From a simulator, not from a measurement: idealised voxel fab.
Process module, titled voxel ribs on slabs
Section shown: cut. Width: 225 nm. Cell size: 5 nm, square.
For the purposes of this document, a cross-section shall be understood as a grid of square cells, specified as bands listed in top-to-bottom order, each band consisting of one or more rows of cells. Per band: top height and bottom height in nm, followed by the left-to-right materials and their widths in nm; "full width" marks a single material spanning edge to edge, "blank" marks empty space. It should be noted that heights are counted from 0, beneath which the wafer as supplied is of one material throughout, and that the lowest band possesses no lower boundary but continues downward, as written in "z 0 and below". It should be noted that a width expressed as "30->40" varies in equal increments from row to row of cells within the band, taking the value of the first number at the top row and that of the second number at the bottom row. "no alterations made" for a step: no cell of the cross-section changed in that step. Heads up: "Closed void inventory" only lists the empty pockets with no open path to the top that are 8 cells or more, and it writes them as width x height at distance, distance from the left edge, in nm. Formally, on a step line, whatever follows the settings is a remark that the simulator itself makes on the step. overlay nm: how far to the right of its planned place the mask lay on this masked step (negative: to the left).

Below is the list of planned process steps:
1: RECEIVE, material Si
2: DIRECTIONAL_DEP, material SiO2, thk nm 20
3: DIRECTIONAL_DEP, material SiN, thk nm 25
4: PATTERN, tone cover, mask id RIB, material resist, width nm 15, thk nm 15, overlay nm 0
5: DIRECTIONAL_ETCH, etch materials SiN, depth nm 15
6: STRIP, etch materials resist
7: MASKED_ETCH, tone cover, mask id SLAB, width nm 65, etch materials SiN, depth nm 10, overlay nm 0
8: FILL_DEP, material SiO2, thk nm 25
9: CMP, height nm 65
10: DIRECTIONAL_DEP, material TiN, thk nm 10
11: MASKED_ETCH, tone cover, mask id HEATER, width nm 25, etch materials TiN, depth nm 10, overlay nm 0
12: CONFORMAL_DEP, material SiN, thk nm 10

So, the first of our two wafers, run just as we planned it:

Cross-section, incoming material, after step 1:
> z 0 and below | Si full width
> Closed void inventory: none

Step 2 done - wafer cross-section:
> z 20 to 0 | SiO2 full width
> Nothing below the height 0 has changed.

Step 3 done - wafer cross-section:
> z 45 to 20 | SiN full width
> Nothing below the height 20 has changed.

Step 4 done - wafer cross-section:
> z 60 to 45 | 105 nm blank | 15 nm resist | 105 nm blank
> Nothing below the height 45 has changed.

Step 5 done - wafer cross-section:
> z 60 to 45 | 105 nm blank | 15 nm resist | 105 nm blank
> z 45 to 30 | 105 nm blank | 15 nm SiN | 105 nm blank
> Nothing below the height 30 has changed.

Step 6 done - wafer cross-section:
> z 45 to 30 | 105 nm blank | 15 nm SiN | 105 nm blank
> Nothing below the height 30 has changed.

Step 7 done - wafer cross-section:
> z 45 to 30 | 105 nm blank | 15 nm SiN | 105 nm blank
> z 30 to 20 | 80 nm blank | 65 nm SiN | 80 nm blank
> Nothing below the height 20 has changed.

Step 8 done - wafer cross-section:
> z 70 to 45 | SiO2 full width
> z 45 to 30 | 105 nm SiO2 | 15 nm SiN | 105 nm SiO2
> z 30 to 20 | 80 nm SiO2 | 65 nm SiN | 80 nm SiO2
> Nothing below the height 20 has changed.

Step 9 done - wafer cross-section:
> z 65 to 45 | SiO2 full width
> Nothing below the height 45 has changed.

Step 10 done - wafer cross-section:
> z 75 to 65 | TiN full width
> Nothing below the height 65 has changed.

Step 11 done - wafer cross-section:
> z 75 to 65 | 100 nm blank | 25 nm TiN | 100 nm blank
> Nothing below the height 65 has changed.

Step 12 done - wafer cross-section:
> z 85 to 75 | 90 nm blank | 45 nm SiN | 90 nm blank
> z 75 to 65 | 100 nm SiN | 25 nm TiN | 100 nm SiN
> Nothing below the height 65 has changed.

The remaining wafer, second of the two, started like the first and was run to the same plan, except that one mistake was made along the way; the two coincide through step 2, inclusive:

Second wafer: cross-section at the scheduled end of step 3:
> z 70 to 20 | SiN full width
> Nothing below the height 20 has changed.

Second wafer: cross-section at the scheduled end of step 4:
> z 85 to 70 | 105 nm blank | 15 nm resist | 105 nm blank
> Nothing below the height 70 has changed.

Second wafer: cross-section at the scheduled end of step 5:
> z 85 to 70 | 105 nm blank | 15 nm resist | 105 nm blank
> z 70 to 55 | 105 nm blank | 15 nm SiN | 105 nm blank
> Nothing below the height 55 has changed.

Second wafer: cross-section at the scheduled end of step 6:
> z 70 to 55 | 105 nm blank | 15 nm SiN | 105 nm blank
> Nothing below the height 55 has changed.

Second wafer: cross-section at the scheduled end of step 7:
> z 70 to 55 | 105 nm blank | 15 nm SiN | 105 nm blank
> z 55 to 45 | 80 nm blank | 65 nm SiN | 80 nm blank
> Nothing below the height 45 has changed.

Second wafer: cross-section at the scheduled end of step 8:
> z 95 to 70 | SiO2 full width
> z 70 to 55 | 105 nm SiO2 | 15 nm SiN | 105 nm SiO2
> z 55 to 45 | 80 nm SiO2 | 65 nm SiN | 80 nm SiO2
> Nothing below the height 45 has changed.

Second wafer: cross-section at the scheduled end of step 9:
> z 65 to 55 | 105 nm SiO2 | 15 nm SiN | 105 nm SiO2
> Nothing below the height 55 has changed.

Second wafer: cross-section at the scheduled end of step 10:
> z 75 to 65 | TiN full width
> Nothing below the height 65 has changed.

Second wafer: cross-section at the scheduled end of step 11:
> z 75 to 65 | 100 nm blank | 25 nm TiN | 100 nm blank
> Nothing below the height 65 has changed.

Second wafer: cross-section at the scheduled end of step 12:
> z 85 to 75 | 90 nm blank | 45 nm SiN | 90 nm blank
> z 75 to 65 | 100 nm SiN | 25 nm TiN | 100 nm SiN
> Nothing below the height 65 has changed.
Where did the run depart from the plan? twice, step 3 of the plan was run
Count the cells at the end and the second wafer has more or fewer of some materials than the first: +222 SiN | -222 SiO2
